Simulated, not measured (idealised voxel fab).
Module name: voxel self aligned vias (process module)
This is section cut - it's 245 nm across, gridded in 5 nm square cells.
Cross-sections here: square-cell grids, written as top-down lists of bands, a band being one or more rows of cells.
Basically the band line says how high the top is and how high the bottom is, in nm, and then what's in it from left to right, every material with its width in nm. Empty space shows up as "blank", and if a single material carries "throughout" it runs the full band edge to edge.
Below 0: as-received wafer, all one material; heights counted from there. Lowest band: no bottom, goes on down, written "0 -> down".
Graded width ("30 to 40"): value in top row of band = first number; value in bottom row = second number; row-to-row change constant.
The designation "same as before", where it is given for a processing step, indicates that no cell of the cross-section was altered in the course of that step.
In the "Enclosed voids" entry, you get each enclosed empty space of 8 cells or more, one with no open way to the top, written width x height at distance, distance from the left edge, in nm.
What comes after the settings on a step's line is commentary from the simulator itself on that step.
overlay nm: step with mask; distance mask lay right of planned place; negative value = left of planned place.
Reading key. Pairs: pre-step and post-step cross-section, one process step apart; post-step view only to lowest changed band. Step between + settings: beneath pair. Runs: pairs may be from different runs of this module, same starting wafer. Continuation from pair above: only where "Prior to step" entry says.

Prior to step:
	60 -> 45: 30 nm SiO2 / 5 nm TiN / 40 nm W / 5 nm TiN / 15 nm SiO2 / 5 nm TiN / 40 nm W / 5 nm TiN / 15 nm SiO2 / 5 nm TiN / 40 nm W / 5 nm TiN / 35 nm SiO2
	45 -> 40: 30 nm SiN / 50 nm TiN / 15 nm SiN / 50 nm TiN / 15 nm SiN / 50 nm TiN / 35 nm SiN
	40 -> 25: 40 nm SiO2 / 5 nm TiN / 20 nm W / 5 nm TiN / 35 nm SiO2 / 5 nm TiN / 20 nm W / 5 nm TiN / 35 nm SiO2 / 5 nm TiN / 20 nm W / 5 nm TiN / 45 nm SiO2
	25 -> 20: 40 nm SiO2 / 30 nm TiN / 35 nm SiO2 / 30 nm TiN / 35 nm SiO2 / 30 nm TiN / 45 nm SiO2
	20 -> 15: SiCN throughout
	15 -> 0: SiO2 throughout
	0 -> down: Si throughout
	Enclosed voids: none

State After Step:
	65 -> 60: SiCN throughout
	Unchanged below 60.
	Enclosed voids: none
Going from one cross-section above to the next, the wafer undergoes CONFORMAL_DEP with material SiCN, thk nm 5

Prior to step:
	60 -> 45: SiO2 throughout
	45 -> 40: 40 nm SiO2 / 30 nm SiN / 35 nm SiO2 / 30 nm SiN / 35 nm SiO2 / 30 nm SiN / 45 nm SiO2
	40 -> 25: 40 nm SiO2 / 5 nm TiN / 20 nm W / 5 nm TiN / 35 nm SiO2 / 5 nm TiN / 20 nm W / 5 nm TiN / 35 nm SiO2 / 5 nm TiN / 20 nm W / 5 nm TiN / 45 nm SiO2
	25 -> 20: 40 nm SiO2 / 30 nm TiN / 35 nm SiO2 / 30 nm TiN / 35 nm SiO2 / 30 nm TiN / 45 nm SiO2
	20 -> 15: SiCN throughout
	15 -> 0: SiO2 throughout
	0 -> down: Si throughout
	Enclosed voids: none

State After Step:
	60 -> 45: 35 nm SiO2 / 40 nm blank / 25 nm SiO2 / 40 nm blank / 25 nm SiO2 / 40 nm blank / 40 nm SiO2
	Unchanged below 45.
	Enclosed voids: none
Going from one cross-section above to the next, the wafer undergoes MASKED_ETCH with tone open, mask id VIAS, width nm 40, pitch nm 65, etch materials SiO2, depth nm 15, overlay nm 0

Prior to step: The cross-section prior to this step is the one presented after the step of the pair immediately above.

State After Step:
	60 -> 45: 35 nm SiO2 / 40 nm blank / 25 nm SiO2 / 40 nm blank / 25 nm SiO2 / 40 nm blank / 40 nm SiO2
	45 -> 40: 40 nm SiO2 / 30 nm blank / 35 nm SiO2 / 30 nm blank / 35 nm SiO2 / 30 nm blank / 45 nm SiO2
	Unchanged below 40.
	Enclosed voids: none
Going from one cross-section above to the next, the wafer undergoes MASKED_ETCH with tone open, mask id VIAS, width nm 50, pitch nm 65, etch materials SiN, depth nm 5, overlay nm 0

Prior to step: The cross-section prior to this step is the one presented after the step of the pair immediately above.

State After Step:
	65 -> 60: 40 nm TiN / 30 nm blank / 35 nm TiN / 30 nm blank / 35 nm TiN / 30 nm blank / 45 nm TiN
	60 -> 50: 35 nm SiO2 / 5 nm TiN / 30 nm blank / 5 nm TiN / 25 nm SiO2 / 5 nm TiN / 30 nm blank / 5 nm TiN / 25 nm SiO2 / 5 nm TiN / 30 nm blank / 5 nm TiN / 40 nm SiO2
	50 -> 45: 35 nm SiO2 / 10 nm TiN / 20 nm blank / 10 nm TiN / 25 nm SiO2 / 10 nm TiN / 20 nm blank / 10 nm TiN / 25 nm SiO2 / 10 nm TiN / 20 nm blank / 10 nm TiN / 40 nm SiO2
	45 -> 40: 40 nm SiO2 / 30 nm TiN / 35 nm SiO2 / 30 nm TiN / 35 nm SiO2 / 30 nm TiN / 45 nm SiO2
	Unchanged below 40.
	Enclosed voids: none
Going from one cross-section above to the next, the wafer undergoes CONFORMAL_DEP with material TiN, thk nm 5

Prior to step: The cross-section prior to this step is the one presented after the step of the pair immediately above.

State After Step:
	70 -> 65: W throughout
	65 -> 60: 40 nm TiN / 30 nm W / 35 nm TiN / 30 nm W / 35 nm TiN / 30 nm W / 45 nm TiN
	60 -> 50: 35 nm SiO2 / 5 nm TiN / 30 nm W / 5 nm TiN / 25 nm SiO2 / 5 nm TiN / 30 nm W / 5 nm TiN / 25 nm SiO2 / 5 nm TiN / 30 nm W / 5 nm TiN / 40 nm SiO2
	50 -> 45: 35 nm SiO2 / 10 nm TiN / 20 nm W / 10 nm TiN / 25 nm SiO2 / 10 nm TiN / 20 nm W / 10 nm TiN / 25 nm SiO2 / 10 nm TiN / 20 nm W / 10 nm TiN / 40 nm SiO2
	Unchanged below 45.
	Enclosed voids: none
Going from one cross-section above to the next, the wafer undergoes FILL_DEP with material W, thk nm 5

Prior to step: The cross-section prior to this step is the one presented after the step of the pair immediately above.

State After Step:
	60 -> 50: 35 nm SiO2 / 5 nm TiN / 30 nm W / 5 nm TiN / 25 nm SiO2 / 5 nm TiN / 30 nm W / 5 nm TiN / 25 nm SiO2 / 5 nm TiN / 30 nm W / 5 nm TiN / 40 nm SiO2
	Unchanged below 50.
	Enclosed voids: none
Going from one cross-section above to the next, the wafer undergoes CMP with height nm 60

Prior to step: The cross-section prior to this step is the one presented after the step of the pair immediately above.

State After Step:
	65 -> 60: SiCN throughout
	Unchanged below 60.
	Enclosed voids: none
Going from one cross-section above to the next, the wafer undergoes CONFORMAL_DEP with material SiCN, thk nm 5

Prior to step:
	60 -> 45: SiO2 throughout
	45 -> 40: 40 nm SiO2 / 30 nm SiN / 35 nm SiO2 / 30 nm SiN / 35 nm SiO2 / 30 nm SiN / 45 nm SiO2
	40 -> 25: 40 nm SiO2 / 5 nm TiN / 20 nm W / 5 nm TiN / 35 nm SiO2 / 5 nm TiN / 20 nm W / 5 nm TiN / 35 nm SiO2 / 5 nm TiN / 20 nm W / 5 nm TiN / 45 nm SiO2
	25 -> 20: 40 nm SiO2 / 30 nm TiN / 35 nm SiO2 / 30 nm TiN / 35 nm SiO2 / 30 nm TiN / 45 nm SiO2
	20 -> 15: SiCN throughout
	15 -> 0: SiO2 throughout
	0 -> down: Si throughout
	Enclosed voids: none

State After Step:
	60 -> 45: 20 nm SiO2 / 50 nm blank / 15 nm SiO2 / 50 nm blank / 15 nm SiO2 / 50 nm blank / 45 nm SiO2
	Unchanged below 45.
	Enclosed voids: none
Going from one cross-section above to the next, the wafer undergoes MASKED_ETCH with tone open, mask id VIAS, width nm 50, pitch nm 65, etch materials SiO2, depth nm 15, overlay nm -10

Prior to step: The cross-section prior to this step is the one presented after the step of the pair immediately above.

State After Step:
	60 -> 45: 20 nm SiO2 / 50 nm blank / 15 nm SiO2 / 50 nm blank / 15 nm SiO2 / 50 nm blank / 45 nm SiO2
	45 -> 40: 40 nm SiO2 / 30 nm blank / 35 nm SiO2 / 30 nm blank / 35 nm SiO2 / 30 nm blank / 45 nm SiO2
	Unchanged below 40.
	Enclosed voids: none
Going from one cross-section above to the next, the wafer undergoes MASKED_ETCH with tone open, mask id VIAS, width nm 50, pitch nm 65, etch materials SiN, depth nm 5, overlay nm 0

Prior to step: The cross-section prior to this step is the one presented after the step of the pair immediately above.

State After Step:
	65 -> 60: 25 nm TiN / 40 nm blank / 25 nm TiN / 40 nm blank / 25 nm TiN / 40 nm blank / 50 nm TiN
	60 -> 50: 20 nm SiO2 / 5 nm TiN / 40 nm blank / 5 nm TiN / 15 nm SiO2 / 5 nm TiN / 40 nm blank / 5 nm TiN / 15 nm SiO2 / 5 nm TiN / 40 nm blank / 5 nm TiN / 45 nm SiO2
	50 -> 45: 20 nm SiO2 / 25 nm TiN / 20 nm blank / 5 nm TiN / 15 nm SiO2 / 25 nm TiN / 20 nm blank / 5 nm TiN / 15 nm SiO2 / 25 nm TiN / 20 nm blank / 5 nm TiN / 45 nm SiO2
	45 -> 40: 40 nm SiO2 / 30 nm TiN / 35 nm SiO2 / 30 nm TiN / 35 nm SiO2 / 30 nm TiN / 45 nm SiO2
	Unchanged below 40.
	Enclosed voids: none
Going from one cross-section above to the next, the wafer undergoes CONFORMAL_DEP with material TiN, thk nm 5

Prior to step: The cross-section prior to this step is the one presented after the step of the pair immediately above.

State After Step:
	70 -> 65: W throughout
	65 -> 60: 25 nm TiN / 40 nm W / 25 nm TiN / 40 nm W / 25 nm TiN / 40 nm W / 50 nm TiN
	60 -> 50: 20 nm SiO2 / 5 nm TiN / 40 nm W / 5 nm TiN / 15 nm SiO2 / 5 nm TiN / 40 nm W / 5 nm TiN / 15 nm SiO2 / 5 nm TiN / 40 nm W / 5 nm TiN / 45 nm SiO2
	50 -> 45: 20 nm SiO2 / 25 nm TiN / 20 nm W / 5 nm TiN / 15 nm SiO2 / 25 nm TiN / 20 nm W / 5 nm TiN / 15 nm SiO2 / 25 nm TiN / 20 nm W / 5 nm TiN / 45 nm SiO2
	Unchanged below 45.
	Enclosed voids: none
Going from one cross-section above to the next, the wafer undergoes FILL_DEP with material W, thk nm 5

Prior to step: The cross-section prior to this step is the one presented after the step of the pair immediately above.

State After Step:
	60 -> 50: 20 nm SiO2 / 5 nm TiN / 40 nm W / 5 nm TiN / 15 nm SiO2 / 5 nm TiN / 40 nm W / 5 nm TiN / 15 nm SiO2 / 5 nm TiN / 40 nm W / 5 nm TiN / 45 nm SiO2
	Unchanged below 50.
	Enclosed voids: none
Going from one cross-section above to the next, the wafer undergoes CMP with height nm 60

Prior to step: The cross-section prior to this step is the one presented after the step of the pair immediately above.

State After Step:
	65 -> 60: SiCN throughout
	Unchanged below 60.
	Enclosed voids: none
Going from one cross-section above to the next, the wafer undergoes CONFORMAL_DEP with material SiCN, thk nm 5

Prior to step:
	45 -> 25: 40 nm SiO2 / 5 nm TiN / 20 nm W / 5 nm TiN / 35 nm SiO2 / 5 nm TiN / 20 nm W / 5 nm TiN / 35 nm SiO2 / 5 nm TiN / 20 nm W / 5 nm TiN / 45 nm SiO2
	25 -> 20: 40 nm SiO2 / 30 nm TiN / 35 nm SiO2 / 30 nm TiN / 35 nm SiO2 / 30 nm TiN / 45 nm SiO2
	20 -> 15: SiCN throughout
	15 -> 0: SiO2 throughout
	0 -> down: Si throughout
	Enclosed voids: none

State After Step:
	45 -> 40: 40 nm SiO2 / 5 nm TiN / 20 nm blank / 5 nm TiN / 35 nm SiO2 / 5 nm TiN / 20 nm blank / 5 nm TiN / 35 nm SiO2 / 5 nm TiN / 20 nm blank / 5 nm TiN / 45 nm SiO2
	Unchanged below 40.
	Enclosed voids: none
Going from one cross-section above to the next, the wafer undergoes SELECTIVE_ETCH with etch materials W, depth nm 5

Prior to step: The cross-section prior to this step is the one presented after the step of the pair immediately above.

State After Step:
	50 -> 45: SiN throughout
	45 -> 40: 40 nm SiO2 / 5 nm TiN / 20 nm SiN / 5 nm TiN / 35 nm SiO2 / 5 nm TiN / 20 nm SiN / 5 nm TiN / 35 nm SiO2 / 5 nm TiN / 20 nm SiN / 5 nm TiN / 45 nm SiO2
	Unchanged below 40.
	Enclosed voids: none
Going from one cross-section above to the next, the wafer undergoes FILL_DEP with material SiN, thk nm 5

Prior to step: The cross-section prior to this step is the one presented after the step of the pair immediately above.

State After Step:
	45 -> 40: 40 nm SiO2 / 5 nm TiN / 20 nm SiN / 5 nm TiN / 35 nm SiO2 / 5 nm TiN / 20 nm SiN / 5 nm TiN / 35 nm SiO2 / 5 nm TiN / 20 nm SiN / 5 nm TiN / 45 nm SiO2
	Unchanged below 40.
	Enclosed voids: none
Going from one cross-section above to the next, the wafer undergoes CMP with height nm 45

Prior to step: The cross-section prior to this step is the one presented after the step of the pair immediately above.

State After Step:
	60 -> 45: SiO2 throughout
	Unchanged below 45.
	Enclosed voids: none
Going from one cross-section above to the next, the wafer undergoes DIRECTIONAL_DEP with material SiO2, thk nm 15

Prior to step: The cross-section prior to this step is the one presented after the step of the pair immediately above.

State After Step:
	60 -> 45: 30 nm SiO2 / 50 nm blank / 15 nm SiO2 / 50 nm blank / 15 nm SiO2 / 50 nm blank / 35 nm SiO2
	Unchanged below 45.
	Enclosed voids: none
Going from one cross-section above to the next, the wafer undergoes MASKED_ETCH with tone open, mask id VIAS, width nm 50, pitch nm 65, etch materials SiO2, depth nm 15, overlay nm 0

Prior to step: The cross-section prior to this step is the one presented after the step of the pair immediately above.

State After Step:
	60 -> 45: 30 nm SiO2 / 50 nm blank / 15 nm SiO2 / 50 nm blank / 15 nm SiO2 / 50 nm blank / 35 nm SiO2
	45 -> 40: 40 nm SiO2 / 5 nm TiN / 20 nm blank / 5 nm TiN / 35 nm SiO2 / 5 nm TiN / 20 nm blank / 5 nm TiN / 35 nm SiO2 / 5 nm TiN / 20 nm blank / 5 nm TiN / 45 nm SiO2
	Unchanged below 40.
	Enclosed voids: none
Going from one cross-section above to the next, the wafer undergoes MASKED_ETCH with tone open, mask id VIAS, width nm 50, pitch nm 65, etch materials SiN, depth nm 5, overlay nm 0

Prior to step: The cross-section prior to this step is the one presented after the step of the pair immediately above.

State After Step:
	65 -> 60: 35 nm TiN / 40 nm blank / 25 nm TiN / 40 nm blank / 25 nm TiN / 40 nm blank / 40 nm TiN
	60 -> 50: 30 nm SiO2 / 5 nm TiN / 40 nm blank / 5 nm TiN / 15 nm SiO2 / 5 nm TiN / 40 nm blank / 5 nm TiN / 15 nm SiO2 / 5 nm TiN / 40 nm blank / 5 nm TiN / 35 nm SiO2
	50 -> 45: 30 nm SiO2 / 20 nm TiN / 10 nm blank / 20 nm TiN / 15 nm SiO2 / 20 nm TiN / 10 nm blank / 20 nm TiN / 15 nm SiO2 / 20 nm TiN / 10 nm blank / 20 nm TiN / 35 nm SiO2
	45 -> 40: 40 nm SiO2 / 30 nm TiN / 35 nm SiO2 / 30 nm TiN / 35 nm SiO2 / 30 nm TiN / 45 nm SiO2
	Unchanged below 40.
	Enclosed voids: none
Going from one cross-section above to the next, the wafer undergoes CONFORMAL_DEP with material TiN, thk nm 5

Prior to step: The cross-section prior to this step is the one presented after the step of the pair immediately above.

State After Step:
	70 -> 65: W throughout
	65 -> 60: 35 nm TiN / 40 nm W / 25 nm TiN / 40 nm W / 25 nm TiN / 40 nm W / 40 nm TiN
	60 -> 50: 30 nm SiO2 / 5 nm TiN / 40 nm W / 5 nm TiN / 15 nm SiO2 / 5 nm TiN / 40 nm W / 5 nm TiN / 15 nm SiO2 / 5 nm TiN / 40 nm W / 5 nm TiN / 35 nm SiO2
	50 -> 45: 30 nm SiO2 / 20 nm TiN / 10 nm W / 20 nm TiN / 15 nm SiO2 / 20 nm TiN / 10 nm W / 20 nm TiN / 15 nm SiO2 / 20 nm TiN / 10 nm W / 20 nm TiN / 35 nm SiO2
	Unchanged below 45.
	Enclosed voids: none
Going from one cross-section above to the next, the wafer undergoes FILL_DEP with material W, thk nm 5

Prior to step: The cross-section prior to this step is the one presented after the step of the pair immediately above.

State After Step:
	60 -> 50: 30 nm SiO2 / 5 nm TiN / 40 nm W / 5 nm TiN / 15 nm SiO2 / 5 nm TiN / 40 nm W / 5 nm TiN / 15 nm SiO2 / 5 nm TiN / 40 nm W / 5 nm TiN / 35 nm SiO2
	Unchanged below 50.
	Enclosed voids: none
Going from one cross-section above to the next, the wafer undergoes CMP with height nm 60

Prior to step: The cross-section prior to this step is the one presented after the step of the pair immediately above.

State After Step:
	65 -> 60: SiCN throughout
	Unchanged below 60.
	Enclosed voids: none
Going from one cross-section above to the next, the wafer undergoes CONFORMAL_DEP with material SiCN, thk nm 5

Prior to step:
	45 -> 20: SiO2 throughout
	20 -> 15: SiCN throughout
	15 -> 0: SiO2 throughout
	0 -> down: Si throughout
	Enclosed voids: none

State After Step:
	45 -> 20: 40 nm blank / 30 nm SiO2 / 35 nm blank / 30 nm SiO2 / 35 nm blank / 30 nm SiO2 / 45 nm blank
	Unchanged below 20.
	Enclosed voids: none
Going from one cross-section above to the next, the wafer undergoes MASKED_ETCH with tone cover, mask id LINES, width nm 30, pitch nm 65, etch materials SiO2, depth nm 25, overlay nm 0

Prior to step: The cross-section prior to this step is the one presented after the step of the pair immediately above.

State After Step:
	50 -> 45: 35 nm blank / 40 nm TiN / 25 nm blank / 40 nm TiN / 25 nm blank / 40 nm TiN / 40 nm blank
	45 -> 25: 35 nm blank / 5 nm TiN / 30 nm SiO2 / 5 nm TiN / 25 nm blank / 5 nm TiN / 30 nm SiO2 / 5 nm TiN / 25 nm blank / 5 nm TiN / 30 nm SiO2 / 5 nm TiN / 40 nm blank
	25 -> 20: 40 nm TiN / 30 nm SiO2 / 35 nm TiN / 30 nm SiO2 / 35 nm TiN / 30 nm SiO2 / 45 nm TiN
	Unchanged below 20.
	Enclosed voids: none
Going from one cross-section above to the next, the wafer undergoes CONFORMAL_DEP with material TiN, thk nm 5

Prior to step: The cross-section prior to this step is the one presented after the step of the pair immediately above.

State After Step:
	60 -> 50: W throughout
	50 -> 45: 35 nm W / 40 nm TiN / 25 nm W / 40 nm TiN / 25 nm W / 40 nm TiN / 40 nm W
	45 -> 25: 35 nm W / 5 nm TiN / 30 nm SiO2 / 5 nm TiN / 25 nm W / 5 nm TiN / 30 nm SiO2 / 5 nm TiN / 25 nm W / 5 nm TiN / 30 nm SiO2 / 5 nm TiN / 40 nm W
	Unchanged below 25.
	Enclosed voids: none
Going from one cross-section above to the next, the wafer undergoes FILL_DEP with material W, thk nm 10

Prior to step: The cross-section prior to this step is the one presented after the step of the pair immediately above.

State After Step:
	45 -> 25: 35 nm W / 5 nm TiN / 30 nm SiO2 / 5 nm TiN / 25 nm W / 5 nm TiN / 30 nm SiO2 / 5 nm TiN / 25 nm W / 5 nm TiN / 30 nm SiO2 / 5 nm TiN / 40 nm W
	Unchanged below 25.
	Enclosed voids: none
Going from one cross-section above to the next, the wafer undergoes CMP with height nm 45

Prior to step: The cross-section prior to this step is the one presented after the step of the pair immediately above.

State After Step:
	45 -> 40: 40 nm blank / 30 nm SiO2 / 35 nm blank / 30 nm SiO2 / 35 nm blank / 30 nm SiO2 / 45 nm blank
	Unchanged below 40.
	Enclosed voids: none
Going from one cross-section above to the next, the wafer undergoes SELECTIVE_ETCH with etch materials W Ru TiN, depth nm 5

Prior to step: The cross-section prior to this step is the one presented after the step of the pair immediately above.

State After Step:
	50 -> 45: SiN throughout
	45 -> 40: 40 nm SiN / 30 nm SiO2 / 35 nm SiN / 30 nm SiO2 / 35 nm SiN / 30 nm SiO2 / 45 nm SiN
	Unchanged below 40.
	Enclosed voids: none
Going from one cross-section above to the next, the wafer undergoes FILL_DEP with material SiN, thk nm 5

Prior to step: The cross-section prior to this step is the one presented after the step of the pair immediately above.

State After Step:
	45 -> 40: 40 nm SiN / 30 nm SiO2 / 35 nm SiN / 30 nm SiO2 / 35 nm SiN / 30 nm SiO2 / 45 nm SiN
	Unchanged below 40.
	Enclosed voids: none
Going from one cross-section above to the next, the wafer undergoes CMP with height nm 45

Prior to step: The cross-section prior to this step is the one presented after the step of the pair immediately above.

State After Step:
	60 -> 45: SiO2 throughout
	Unchanged below 45.
	Enclosed voids: none
Going from one cross-section above to the next, the wafer undergoes DIRECTIONAL_DEP with material SiO2, thk nm 15

Prior to step: The cross-section prior to this step is the one presented after the step of the pair immediately above.

State After Step:
	60 -> 45: 30 nm SiO2 / 50 nm blank / 15 nm SiO2 / 50 nm blank / 15 nm SiO2 / 50 nm blank / 35 nm SiO2
	Unchanged below 45.
	Enclosed voids: none
Going from one cross-section above to the next, the wafer undergoes MASKED_ETCH with tone open, mask id VIAS, width nm 50, pitch nm 65, etch materials SiO2, depth nm 15, overlay nm 0

Prior to step: The cross-section prior to this step is the one presented after the step of the pair immediately above.

State After Step:
	60 -> 45: 30 nm SiO2 / 50 nm blank / 15 nm SiO2 / 50 nm blank / 15 nm SiO2 / 50 nm blank / 35 nm SiO2
	45 -> 40: 30 nm SiN / 10 nm blank / 30 nm SiO2 / 10 nm blank / 15 nm SiN / 10 nm blank / 30 nm SiO2 / 10 nm blank / 15 nm SiN / 10 nm blank / 30 nm SiO2 / 10 nm blank / 35 nm SiN
	Unchanged below 40.
	Enclosed voids: none
Going from one cross-section above to the next, the wafer undergoes MASKED_ETCH with tone open, mask id VIAS, width nm 50, pitch nm 65, etch materials SiN, depth nm 5, overlay nm 0

Prior to step: The cross-section prior to this step is the one presented after the step of the pair immediately above.

State After Step:
	65 -> 60: 35 nm TiN / 40 nm blank / 25 nm TiN / 40 nm blank / 25 nm TiN / 40 nm blank / 40 nm TiN
	60 -> 50: 30 nm SiO2 / 5 nm TiN / 40 nm blank / 5 nm TiN / 15 nm SiO2 / 5 nm TiN / 40 nm blank / 5 nm TiN / 15 nm SiO2 / 5 nm TiN / 40 nm blank / 5 nm TiN / 35 nm SiO2
	50 -> 45: 30 nm SiO2 / 50 nm TiN / 15 nm SiO2 / 50 nm TiN / 15 nm SiO2 / 50 nm TiN / 35 nm SiO2
	45 -> 40: 30 nm SiN / 10 nm TiN / 30 nm SiO2 / 10 nm TiN / 15 nm SiN / 10 nm TiN / 30 nm SiO2 / 10 nm TiN / 15 nm SiN / 10 nm TiN / 30 nm SiO2 / 10 nm TiN / 35 nm SiN
	Unchanged below 40.
	Enclosed voids: none
Going from one cross-section above to the next, the wafer undergoes CONFORMAL_DEP with material TiN, thk nm 5

Prior to step: The cross-section prior to this step is the one presented after the step of the pair immediately above.

State After Step:
	70 -> 65: W throughout
	65 -> 60: 35 nm TiN / 40 nm W / 25 nm TiN / 40 nm W / 25 nm TiN / 40 nm W / 40 nm TiN
	60 -> 50: 30 nm SiO2 / 5 nm TiN / 40 nm W / 5 nm TiN / 15 nm SiO2 / 5 nm TiN / 40 nm W / 5 nm TiN / 15 nm SiO2 / 5 nm TiN / 40 nm W / 5 nm TiN / 35 nm SiO2
	Unchanged below 50.
	Enclosed voids: none
Going from one cross-section above to the next, the wafer undergoes FILL_DEP with material W, thk nm 5

Prior to step: The cross-section prior to this step is the one presented after the step of the pair immediately above.

State After Step:
	60 -> 50: 30 nm SiO2 / 5 nm TiN / 40 nm W / 5 nm TiN / 15 nm SiO2 / 5 nm TiN / 40 nm W / 5 nm TiN / 15 nm SiO2 / 5 nm TiN / 40 nm W / 5 nm TiN / 35 nm SiO2
	Unchanged below 50.
	Enclosed voids: none
Going from one cross-section above to the next, the wafer undergoes CMP with height nm 60

Prior to step: The cross-section prior to this step is the one presented after the step of the pair immediately above.

State After Step:
	65 -> 60: SiCN throughout
	Unchanged below 60.
	Enclosed voids: none
Going from one cross-section above to the next, the wafer undergoes CONFORMAL_DEP with material SiCN, thk nm 5
